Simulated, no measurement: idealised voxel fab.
process module | voxel spacer lines
It is cross-section cut that appears here, measuring 190 nm in width, its square cells being 5 nm in size.
For the purposes of this document, a cross-section shall be understood as a grid of square cells, specified as bands listed in top-to-bottom order, each band consisting of one or more rows of cells.
This entry defines a band. It first specifies the height of the band's top and the height of its bottom in nm, and then specifies the band's materials from left to right, stating each material with its width in nm. The word "full width" identifies a single material that fills the band from edge to edge, while the word "empty" identifies empty space.
Where do heights start? At 0: under that level the wafer as delivered is made of one material only. And the lowest band has no floor; it just carries on downward, as in "0 and below".
With a width like "30 to 40", each row of cells in the band differs from the next by the same amount, the top row carrying the first number and the bottom row the second.
"stayed the same", as given for a step, is the statement that not any cell of the cross-section underwent a change during that step.
"Voids, sealed" specifies each empty space that is not open to the top and that occupies no fewer than 8 cells, using the form width x height at distance, the distance measured from the left edge and all three quantities in nm.
Where a step's line continues beyond its settings, the continuation is a remark by the simulator itself on that step.
overlay nm: right-of-plan distance of the mask on a masked step; negative values mean left-of-plan.
### Steps planned for the process
- 1: RECEIVE | material Si
- 2: CONFORMAL_DEP | material Al2O3 | thk nm 10
- 3: DIRECTIONAL_DEP | material polySi | thk nm 10
- 4: DIRECTIONAL_DEP | material aC | thk nm 20
- 5: PATTERN | tone cover | mask id MANDREL | material resist | width nm 20 | pitch nm 70 | thk nm 25 | overlay nm 0
- 6: DIRECTIONAL_ETCH | etch materials aC | depth nm 20
- 7: STRIP | etch materials resist
- 8: CONFORMAL_DEP | material SiO2 | thk nm 15
- 9: DIRECTIONAL_ETCH | etch materials SiO2 | depth nm 15
- 10: STRIP | etch materials aC
- 11: DIRECTIONAL_ETCH | etch materials polySi | depth nm 10
- 12: STRIP | etch materials SiO2
- 13: FILL_DEP | material lowk | thk nm 10
- 14: CMP | height nm 20
### First of two wafers: run as planned
### Here's what the wafer looked like in cross-section when it arrived - that's after step 1
	0 and below = Si full width
	Voids, sealed: none
### Cross-section of the wafer after step 2
	10 down to 0 = Al2O3 full width
	Whatever lies below 0 is exactly as it was before.
### Cross-section of the wafer after step 3
	20 down to 10 = polySi full width
	Whatever lies below 10 is exactly as it was before.
### Cross-section of the wafer after step 4
	40 down to 20 = aC full width
	Whatever lies below 20 is exactly as it was before.
### Cross-section of the wafer after step 5
	65 down to 40 = empty=15, then resist=20, then empty=50, then resist=20, then empty=50, then resist=20, then empty=15
	Whatever lies below 40 is exactly as it was before.
### Cross-section of the wafer after step 6
	45 down to 40 = empty=15, then resist=20, then empty=50, then resist=20, then empty=50, then resist=20, then empty=15
	40 down to 20 = empty=15, then aC=20, then empty=50, then aC=20, then empty=50, then aC=20, then empty=15
	Whatever lies below 20 is exactly as it was before.
### Cross-section of the wafer after step 7
	40 down to 20 = empty=15, then aC=20, then empty=50, then aC=20, then empty=50, then aC=20, then empty=15
	Whatever lies below 20 is exactly as it was before.
### Cross-section of the wafer after step 8
	55 down to 40 = SiO2=50, then empty=20, then SiO2=50, then empty=20, then SiO2=50
	40 down to 35 = SiO2=15, then aC=20, then SiO2=15, then empty=20, then SiO2=15, then aC=20, then SiO2=15, then empty=20, then SiO2=15, then aC=20, then SiO2=15
	35 down to 20 = SiO2=15, then aC=20, then SiO2=50, then aC=20, then SiO2=50, then aC=20, then SiO2=15
	Whatever lies below 20 is exactly as it was before.
### Cross-section of the wafer after step 9
	40 down to 20 = SiO2=15, then aC=20, then SiO2=15, then empty=20, then SiO2=15, then aC=20, then SiO2=15, then empty=20, then SiO2=15, then aC=20, then SiO2=15
	Whatever lies below 20 is exactly as it was before.
### Cross-section of the wafer after step 10
	40 down to 20 = SiO2=15, then empty=20, then SiO2=15, then empty=20, then SiO2=15, then empty=20, then SiO2=15, then empty=20, then SiO2=15, then empty=20, then SiO2=15
	Whatever lies below 20 is exactly as it was before.
### Cross-section of the wafer after step 11
	40 down to 20 = SiO2=15, then empty=20, then SiO2=15, then empty=20, then SiO2=15, then empty=20, then SiO2=15, then empty=20, then SiO2=15, then empty=20, then SiO2=15
	20 down to 10 = polySi=15, then empty=20, then polySi=15, then empty=20, then polySi=15, then empty=20, then polySi=15, then empty=20, then polySi=15, then empty=20, then polySi=15
	Whatever lies below 10 is exactly as it was before.
### Cross-section of the wafer after step 12
	20 down to 10 = polySi=15, then empty=20, then polySi=15, then empty=20, then polySi=15, then empty=20, then polySi=15, then empty=20, then polySi=15, then empty=20, then polySi=15
	Whatever lies below 10 is exactly as it was before.
### Cross-section of the wafer after step 13
	30 down to 20 = lowk full width
	20 down to 10 = polySi=15, then lowk=20, then polySi=15, then lowk=20, then polySi=15, then lowk=20, then polySi=15, then lowk=20, then polySi=15, then lowk=20, then polySi=15
	Whatever lies below 10 is exactly as it was before.
### Cross-section of the wafer after step 14
	20 down to 10 = polySi=15, then lowk=20, then polySi=15, then lowk=20, then polySi=15, then lowk=20, then polySi=15, then lowk=20, then polySi=15, then lowk=20, then polySi=15
	Whatever lies below 10 is exactly as it was before.
### Regarding the second of the two wafers: it shared the first wafer's starting condition and process plan, yet one error occurred during its execution. Its history coincides with that of the first wafer up to and including step 1
Here is the second wafer in cross-section at the point where step 2 of the plan should have been done: stayed the same
### Here is the second wafer in cross-section at the point where step 3 of the plan should have been done
	10 down to 0 = polySi full width
	Whatever lies below 0 is exactly as it was before.
### Here is the second wafer in cross-section at the point where step 4 of the plan should have been done
	30 down to 10 = aC full width
	Whatever lies below 10 is exactly as it was before.
### Here is the second wafer in cross-section at the point where step 5 of the plan should have been done
	55 down to 30 = empty=15, then resist=20, then empty=50, then resist=20, then empty=50, then resist=20, then empty=15
	Whatever lies below 30 is exactly as it was before.
### Here is the second wafer in cross-section at the point where step 6 of the plan should have been done
	35 down to 30 = empty=15, then resist=20, then empty=50, then resist=20, then empty=50, then resist=20, then empty=15
	30 down to 10 = empty=15, then aC=20, then empty=50, then aC=20, then empty=50, then aC=20, then empty=15
	Whatever lies below 10 is exactly as it was before.
### Here is the second wafer in cross-section at the point where step 7 of the plan should have been done
	30 down to 10 = empty=15, then aC=20, then empty=50, then aC=20, then empty=50, then aC=20, then empty=15
	Whatever lies below 10 is exactly as it was before.
### Here is the second wafer in cross-section at the point where step 8 of the plan should have been done
	45 down to 30 = SiO2=50, then empty=20, then SiO2=50, then empty=20, then SiO2=50
	30 down to 25 = SiO2=15, then aC=20, then SiO2=15, then empty=20, then SiO2=15, then aC=20, then SiO2=15, then empty=20, then SiO2=15, then aC=20, then SiO2=15
	25 down to 10 = SiO2=15, then aC=20, then SiO2=50, then aC=20, then SiO2=50, then aC=20, then SiO2=15
	Whatever lies below 10 is exactly as it was before.
### Here is the second wafer in cross-section at the point where step 9 of the plan should have been done
	30 down to 10 = SiO2=15, then aC=20, then SiO2=15, then empty=20, then SiO2=15, then aC=20, then SiO2=15, then empty=20, then SiO2=15, then aC=20, then SiO2=15
	Whatever lies below 10 is exactly as it was before.
### Here is the second wafer in cross-section at the point where step 10 of the plan should have been done
	30 down to 10 = SiO2=15, then empty=20, then SiO2=15, then empty=20, then SiO2=15, then empty=20, then SiO2=15, then empty=20, then SiO2=15, then empty=20, then SiO2=15
	Whatever lies below 10 is exactly as it was before.
### Here is the second wafer in cross-section at the point where step 11 of the plan should have been done
	30 down to 10 = SiO2=15, then empty=20, then SiO2=15, then empty=20, then SiO2=15, then empty=20, then SiO2=15, then empty=20, then SiO2=15, then empty=20, then SiO2=15
	10 down to 0 = polySi=15, then empty=20, then polySi=15, then empty=20, then polySi=15, then empty=20, then polySi=15, then empty=20, then polySi=15, then empty=20, then polySi=15
	Whatever lies below 0 is exactly as it was before.
### Here is the second wafer in cross-section at the point where step 12 of the plan should have been done
	10 down to 0 = polySi=15, then empty=20, then polySi=15, then empty=20, then polySi=15, then empty=20, then polySi=15, then empty=20, then polySi=15, then empty=20, then polySi=15
	Whatever lies below 0 is exactly as it was before.
### Here is the second wafer in cross-section at the point where step 13 of the plan should have been done
	20 down to 10 = lowk full width
	10 down to 0 = polySi=15, then lowk=20, then polySi=15, then lowk=20, then polySi=15, then lowk=20, then polySi=15, then lowk=20, then polySi=15, then lowk=20, then polySi=15
	Whatever lies below 0 is exactly as it was before.
Here is the second wafer in cross-section at the point where step 14 of the plan should have been done: stayed the same
Where did the run depart from the plan? plan step 2 skipped
Wafer comparison, final, in cells, second relative to first, materials more or fewer: 76 fewer of Al2O3, 76 more of lowk
